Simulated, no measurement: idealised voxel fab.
process module | voxel trench capacitor
Xsec cut, 295 nm wide, square cell size 5 nm.
Cross-section format: a grid of square cells, given as bands from top to bottom; each band is one or more rows of cells.
A band entry consists of two parts. The first gives the height of the band's top and the height of its bottom, in nm. The rest lists the band's materials from left to right, each with its width in nm. A single material labelled with the word "throughout" fills the band from edge to edge, and the word "empty" marks empty space.
Heights from 0 (as-received wafer is one material below). Bottom band endless downward, as "0 -> down".
Width: "30..40" (first number = top row, second number = bottom row, same change from row to row of cells).
"same as before" means the step left every cell of the cross-section as it was.
If an empty space has no open way to the top and is at least 8 cells in size, "Encapsulated voids" lists it, written width x height at distance, where distance is measured from the left edge and every value is in nm.
That trailing text on a step's line, after the settings, is the simulator's own remark on the step.
overlay nm: mask offset rightward from planned place, masked step; negative means leftward offset.

THE PROCESS STEPS THAT WERE PLANNED ARE LISTED BELOW
1,RECEIVE,material Si
2,CONFORMAL_DEP,material SiN,thk nm 10
3,DIRECTIONAL_DEP,material aC,thk nm 10
4,PATTERN,tone open,mask id TRENCH,material resist,width nm 25,pitch nm 45,thk nm 30,overlay nm 0
5,DIRECTIONAL_ETCH,etch materials aC,depth nm 10
6,STRIP,etch materials resist
7,DIRECTIONAL_ETCH,etch materials SiN,depth nm 10
8,DIRECTIONAL_ETCH,etch materials Si,depth nm 30
9,STRIP,etch materials aC
10,CONFORMAL_DEP,material Al2O3,thk nm 5
11,FILL_DEP,material polySi,thk nm 5
12,CMP,height nm 10

OF TWO WAFERS, THE FIRST: RUN ACCORDING TO PLAN

AS-RECEIVED WAFER CROSS-SECTION (AFTER STEP 1)
> 0 -> down: Si throughout
> Encapsulated voids: none

THE WAFER, SEEN IN CROSS-SECTION, AFTER STEP 2
> 10 -> 0: SiN throughout
> Under 0: no change, same as before.

THE WAFER, SEEN IN CROSS-SECTION, AFTER STEP 3
> 20 -> 10: aC throughout
> Under 10: no change, same as before.

THE WAFER, SEEN IN CROSS-SECTION, AFTER STEP 4
> 50 -> 20: resist 65 nm / empty 25 nm / resist 20 nm / empty 25 nm / resist 20 nm / empty 25 nm / resist 20 nm / empty 25 nm / resist 70 nm
> Under 20: no change, same as before.

THE WAFER, SEEN IN CROSS-SECTION, AFTER STEP 5
> 40 -> 20: resist 65 nm / empty 25 nm / resist 20 nm / empty 25 nm / resist 20 nm / empty 25 nm / resist 20 nm / empty 25 nm / resist 70 nm
> 20 -> 10: aC 65 nm / empty 25 nm / aC 20 nm / empty 25 nm / aC 20 nm / empty 25 nm / aC 20 nm / empty 25 nm / aC 70 nm
> Under 10: no change, same as before.

THE WAFER, SEEN IN CROSS-SECTION, AFTER STEP 6
> 20 -> 10: aC 65 nm / empty 25 nm / aC 20 nm / empty 25 nm / aC 20 nm / empty 25 nm / aC 20 nm / empty 25 nm / aC 70 nm
> Under 10: no change, same as before.

THE WAFER, SEEN IN CROSS-SECTION, AFTER STEP 7
> 20 -> 10: aC 65 nm / empty 25 nm / aC 20 nm / empty 25 nm / aC 20 nm / empty 25 nm / aC 20 nm / empty 25 nm / aC 70 nm
> 10 -> 0: SiN 65 nm / empty 25 nm / SiN 20 nm / empty 25 nm / SiN 20 nm / empty 25 nm / SiN 20 nm / empty 25 nm / SiN 70 nm
> Under 0: no change, same as before.

THE WAFER, SEEN IN CROSS-SECTION, AFTER STEP 8
> 20 -> 10: aC 65 nm / empty 25 nm / aC 20 nm / empty 25 nm / aC 20 nm / empty 25 nm / aC 20 nm / empty 25 nm / aC 70 nm
> 10 -> 0: SiN 65 nm / empty 25 nm / SiN 20 nm / empty 25 nm / SiN 20 nm / empty 25 nm / SiN 20 nm / empty 25 nm / SiN 70 nm
> 0 -> -30: Si 65 nm / empty 25 nm / Si 20 nm / empty 25 nm / Si 20 nm / empty 25 nm / Si 20 nm / empty 25 nm / Si 70 nm
> Under -30: no change, same as before.

THE WAFER, SEEN IN CROSS-SECTION, AFTER STEP 9
> 10 -> 0: SiN 65 nm / empty 25 nm / SiN 20 nm / empty 25 nm / SiN 20 nm / empty 25 nm / SiN 20 nm / empty 25 nm / SiN 70 nm
> Under 0: no change, same as before.

THE WAFER, SEEN IN CROSS-SECTION, AFTER STEP 10
> 15 -> 10: Al2O3 70 nm / empty 15 nm / Al2O3 30 nm / empty 15 nm / Al2O3 30 nm / empty 15 nm / Al2O3 30 nm / empty 15 nm / Al2O3 75 nm
> 10 -> 0: SiN 65 nm / Al2O3 5 nm / empty 15 nm / Al2O3 5 nm / SiN 20 nm / Al2O3 5 nm / empty 15 nm / Al2O3 5 nm / SiN 20 nm / Al2O3 5 nm / empty 15 nm / Al2O3 5 nm / SiN 20 nm / Al2O3 5 nm / empty 15 nm / Al2O3 5 nm / SiN 70 nm
> 0 -> -25: Si 65 nm / Al2O3 5 nm / empty 15 nm / Al2O3 5 nm / Si 20 nm / Al2O3 5 nm / empty 15 nm / Al2O3 5 nm / Si 20 nm / Al2O3 5 nm / empty 15 nm / Al2O3 5 nm / Si 20 nm / Al2O3 5 nm / empty 15 nm / Al2O3 5 nm / Si 70 nm
> -25 -> -30: Si 65 nm / Al2O3 25 nm / Si 20 nm / Al2O3 25 nm / Si 20 nm / Al2O3 25 nm / Si 20 nm / Al2O3 25 nm / Si 70 nm
> Under -30: no change, same as before.

THE WAFER, SEEN IN CROSS-SECTION, AFTER STEP 11
> 20 -> 15: polySi throughout
> 15 -> 10: Al2O3 70 nm / polySi 15 nm / Al2O3 30 nm / polySi 15 nm / Al2O3 30 nm / polySi 15 nm / Al2O3 30 nm / polySi 15 nm / Al2O3 75 nm
> 10 -> 0: SiN 65 nm / Al2O3 5 nm / polySi 15 nm / Al2O3 5 nm / SiN 20 nm / Al2O3 5 nm / polySi 15 nm / Al2O3 5 nm / SiN 20 nm / Al2O3 5 nm / polySi 15 nm / Al2O3 5 nm / SiN 20 nm / Al2O3 5 nm / polySi 15 nm / Al2O3 5 nm / SiN 70 nm
> 0 -> -25: Si 65 nm / Al2O3 5 nm / polySi 15 nm / Al2O3 5 nm / Si 20 nm / Al2O3 5 nm / polySi 15 nm / Al2O3 5 nm / Si 20 nm / Al2O3 5 nm / polySi 15 nm / Al2O3 5 nm / Si 20 nm / Al2O3 5 nm / polySi 15 nm / Al2O3 5 nm / Si 70 nm
> Under -25: no change, same as before.

THE WAFER, SEEN IN CROSS-SECTION, AFTER STEP 12
> 10 -> 0: SiN 65 nm / Al2O3 5 nm / polySi 15 nm / Al2O3 5 nm / SiN 20 nm / Al2O3 5 nm / polySi 15 nm / Al2O3 5 nm / SiN 20 nm / Al2O3 5 nm / polySi 15 nm / Al2O3 5 nm / SiN 20 nm / Al2O3 5 nm / polySi 15 nm / Al2O3 5 nm / SiN 70 nm
> Under 0: no change, same as before.

SECOND WAFER (IDENTICAL START AND PLAN, ONE PROCESSING ERROR; MATCHES FIRST WAFER THROUGH STEP 8)

At the planned end of step 9, the second wafer in cross-section: same as before

AT THE PLANNED END OF STEP 10, THE SECOND WAFER IN CROSS-SECTION
> 25 -> 20: Al2O3 70 nm / empty 15 nm / Al2O3 30 nm / empty 15 nm / Al2O3 30 nm / empty 15 nm / Al2O3 30 nm / empty 15 nm / Al2O3 75 nm
> 20 -> 10: aC 65 nm / Al2O3 5 nm / empty 15 nm / Al2O3 5 nm / aC 20 nm / Al2O3 5 nm / empty 15 nm / Al2O3 5 nm / aC 20 nm / Al2O3 5 nm / empty 15 nm / Al2O3 5 nm / aC 20 nm / Al2O3 5 nm / empty 15 nm / Al2O3 5 nm / aC 70 nm
> 10 -> 0: SiN 65 nm / Al2O3 5 nm / empty 15 nm / Al2O3 5 nm / SiN 20 nm / Al2O3 5 nm / empty 15 nm / Al2O3 5 nm / SiN 20 nm / Al2O3 5 nm / empty 15 nm / Al2O3 5 nm / SiN 20 nm / Al2O3 5 nm / empty 15 nm / Al2O3 5 nm / SiN 70 nm
> 0 -> -25: Si 65 nm / Al2O3 5 nm / empty 15 nm / Al2O3 5 nm / Si 20 nm / Al2O3 5 nm / empty 15 nm / Al2O3 5 nm / Si 20 nm / Al2O3 5 nm / empty 15 nm / Al2O3 5 nm / Si 20 nm / Al2O3 5 nm / empty 15 nm / Al2O3 5 nm / Si 70 nm
> -25 -> -30: Si 65 nm / Al2O3 25 nm / Si 20 nm / Al2O3 25 nm / Si 20 nm / Al2O3 25 nm / Si 20 nm / Al2O3 25 nm / Si 70 nm
> Under -30: no change, same as before.

AT THE PLANNED END OF STEP 11, THE SECOND WAFER IN CROSS-SECTION
> 30 -> 25: polySi throughout
> 25 -> 20: Al2O3 70 nm / polySi 15 nm / Al2O3 30 nm / polySi 15 nm / Al2O3 30 nm / polySi 15 nm / Al2O3 30 nm / polySi 15 nm / Al2O3 75 nm
> 20 -> 10: aC 65 nm / Al2O3 5 nm / polySi 15 nm / Al2O3 5 nm / aC 20 nm / Al2O3 5 nm / polySi 15 nm / Al2O3 5 nm / aC 20 nm / Al2O3 5 nm / polySi 15 nm / Al2O3 5 nm / aC 20 nm / Al2O3 5 nm / polySi 15 nm / Al2O3 5 nm / aC 70 nm
> 10 -> 0: SiN 65 nm / Al2O3 5 nm / polySi 15 nm / Al2O3 5 nm / SiN 20 nm / Al2O3 5 nm / polySi 15 nm / Al2O3 5 nm / SiN 20 nm / Al2O3 5 nm / polySi 15 nm / Al2O3 5 nm / SiN 20 nm / Al2O3 5 nm / polySi 15 nm / Al2O3 5 nm / SiN 70 nm
> 0 -> -25: Si 65 nm / Al2O3 5 nm / polySi 15 nm / Al2O3 5 nm / Si 20 nm / Al2O3 5 nm / polySi 15 nm / Al2O3 5 nm / Si 20 nm / Al2O3 5 nm / polySi 15 nm / Al2O3 5 nm / Si 20 nm / Al2O3 5 nm / polySi 15 nm / Al2O3 5 nm / Si 70 nm
> Under -25: no change, same as before.

AT THE PLANNED END OF STEP 12, THE SECOND WAFER IN CROSS-SECTION
> 10 -> 0: SiN 65 nm / Al2O3 5 nm / polySi 15 nm / Al2O3 5 nm / SiN 20 nm / Al2O3 5 nm / polySi 15 nm / Al2O3 5 nm / SiN 20 nm / Al2O3 5 nm / polySi 15 nm / Al2O3 5 nm / SiN 20 nm / Al2O3 5 nm / polySi 15 nm / Al2O3 5 nm / SiN 70 nm
> Under 0: no change, same as before.
Diagnosis: no execution of plan step 9; skipped
The two wafers wind up with the same cross-section at the end, so whatever this model computes is the same despite the mistake.
